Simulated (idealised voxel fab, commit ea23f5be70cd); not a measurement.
The process module that follows is named voxel capacitor over wiring.
cross-section cut | 280 nm wide | cells 5 nm
Cross-section spec: square-cell grid; bands listed top down; each band is one or more rows. In this notation a band is specified by the heights of its top and bottom, in that order and in nm, after which its materials appear from left to right, each paired with its width in nm. The word "throughout" attached to a single material means that material fills the band from edge to edge; the word "empty" stands for empty space. For the purposes of this specification, 0 denotes the height below which the wafer in its as-received condition is composed wholly of one material, and the lowermost band, lacking a lower limit, extends downward without end, as expressed in "0 and below". The two numbers in a width such as "30 to 40" mark its ends across the band: the first belongs to the top row of cells, the second to the bottom row, and from each row to the next the width moves by the same amount. No cell of the cross-section changed in a step that is given as "identical to before". Any empty space of 8 cells or more lacking an open way to the top shows up in "Entrapped void list" as width x height at distance, distance from the left edge, in nm. Formally, on a step line, whatever follows the settings is a remark that the simulator itself makes on the step. The setting "overlay nm" may be written on the line of a step. When the step uses a mask, the value reports how far to the right of the planned place the mask lay, and a negative value reports that it lay to the left.
-- Below is the list of planned process steps
| 1 | RECEIVE (material Si) |
| 2 | CONFORMAL_DEP (material SiO2; thk nm 15) |
| 3 | CONFORMAL_DEP (material SiN; thk nm 5) |
| 4 | DIRECTIONAL_DEP (material lowk; thk nm 20) |
| 5 | PATTERN (tone open; mask id METAL_1; material resist; width nm 30; pitch nm 80; thk nm 15; overlay nm 0) |
| 6 | DIRECTIONAL_ETCH (etch materials lowk; depth nm 20) |
| 7 | DIRECTIONAL_ETCH (etch materials SiN; depth nm 5) |
| 8 | STRIP (etch materials resist) |
| 9 | CONFORMAL_DEP (material TiN; thk nm 5) |
| 10 | FILL_DEP (material W; thk nm 5) |
| 11 | CMP (height nm 40) |
| 12 | CONFORMAL_DEP (material SiCN; thk nm 5) |
| 13 | DIRECTIONAL_DEP (material SiO2; thk nm 10) |
| 14 | DIRECTIONAL_DEP (material aC; thk nm 10) |
| 15 | PATTERN (tone open; mask id PLUG_1; material resist; width nm 15; thk nm 30; overlay nm 0) |
| 16 | DIRECTIONAL_ETCH (etch materials aC; depth nm 10) |
| 17 | STRIP (etch materials resist) |
| 18 | DIRECTIONAL_ETCH (etch materials SiO2; depth nm 10) |
| 19 | DIRECTIONAL_ETCH (etch materials SiCN; depth nm 5) |
| 20 | STRIP (etch materials aC) |
| 21 | CONFORMAL_DEP (material TiN; thk nm 5) |
| 22 | FILL_DEP (material Ru; thk nm 5) |
| 23 | CMP (height nm 55) |
| 24 | DIRECTIONAL_DEP (material TiN; thk nm 10) |
| 25 | DIRECTIONAL_DEP (material Al2O3; thk nm 5) |
| 26 | DIRECTIONAL_DEP (material TiN; thk nm 5) |
| 27 | MASKED_ETCH (tone cover; mask id UPPER_PLATE; width nm 55; etch materials TiN; depth nm 5; overlay nm 0) |
| 28 | MASKED_ETCH (tone cover; mask id UPPER_PLATE; width nm 55; etch materials Al2O3; depth nm 5; overlay nm 0) |
| 29 | PATTERN (tone cover; mask id LOWER_PLATE; material resist; width nm 65; thk nm 15; overlay nm 0) |
| 30 | DIRECTIONAL_ETCH (etch materials TiN; depth nm 10) |
| 31 | STRIP (etch materials resist) |
| 32 | FILL_DEP (material SiO2; thk nm 15) |
| 33 | CMP (height nm 85) |
| 34 | PATTERN (tone open; mask id PLUG_2; material resist; width nm 15; thk nm 15; overlay nm 0) |
| 35 | DIRECTIONAL_ETCH (etch materials SiO2; depth nm 10) |
| 36 | STRIP (etch materials resist) |
| 37 | CONFORMAL_DEP (material TiN; thk nm 5) |
| 38 | FILL_DEP (material Cu; thk nm 5) |
| 39 | CMP (height nm 85) |
| 40 | CONFORMAL_DEP (material SiCN; thk nm 5) |
-- Incoming wafer in cross-section (state: after step 1)
  0 and below | Si throughout
  Entrapped void list: none
-- Run as planned - first of the two wafers cross-sectioned at the end of the module
  90 down to 85 | SiCN throughout
  85 down to 80 | SiO2 110 nm | TiN 5 nm | Cu 5 nm | TiN 5 nm | SiO2 155 nm
  80 down to 70 | SiO2 110 to 100 nm | TiN 15 to 55 nm | SiO2 155 to 125 nm
  70 down to 65 | SiO2 100 nm | Al2O3 55 nm | SiO2 125 nm
  65 down to 55 | SiO2 95 nm | TiN 65 nm | SiO2 120 nm
  55 down to 45 | SiO2 100 nm | TiN 5 nm | Ru 5 nm | TiN 5 nm | SiO2 165 nm
  45 down to 40 | SiCN 100 nm | TiN 15 nm | SiCN 165 nm
  40 down to 20 | lowk 85 nm | TiN 5 nm | W 20 nm | TiN 5 nm | lowk 50 nm | TiN 5 nm | W 20 nm | TiN 5 nm | lowk 85 nm
  20 down to 15 | SiN 85 nm | TiN 30 nm | SiN 50 nm | TiN 30 nm | SiN 85 nm
  15 down to 0 | SiO2 throughout
  0 and below | Si throughout
  Entrapped void list: none
-- End of module, second wafer, cross-section. Started like the first, planned like the first, run with one mistake
  90 down to 85 | SiCN throughout
  85 down to 80 | SiO2 110 nm | TiN 5 nm | Cu 5 nm | TiN 5 nm | SiO2 155 nm
  80 down to 70 | SiO2 110 to 100 nm | TiN 15 to 55 nm | SiO2 155 to 125 nm
  70 down to 65 | SiO2 100 nm | Al2O3 55 nm | SiO2 125 nm
  65 down to 55 | SiO2 95 nm | TiN 65 nm | SiO2 120 nm
  55 down to 45 | SiO2 105 nm | TiN 5 nm | Ru 5 nm | TiN 5 nm | SiO2 160 nm
  45 down to 40 | SiCN 105 nm | TiN 15 nm | SiCN 160 nm
  40 down to 20 | lowk 85 nm | TiN 5 nm | W 20 nm | TiN 5 nm | lowk 50 nm | TiN 5 nm | W 20 nm | TiN 5 nm | lowk 85 nm
  20 down to 15 | SiN 85 nm | TiN 30 nm | SiN 50 nm | TiN 30 nm | SiN 85 nm
  15 down to 0 | SiO2 throughout
  0 and below | Si throughout
  Entrapped void list: none
What broke from the plan during processing? rather than as planned, step 15 actually ran as PATTERN (tone open; mask id PLUG_1; material resist; width nm 15; thk nm 30; overlay nm 5)
Both wafers, final: cells per material equal; arrangement not.
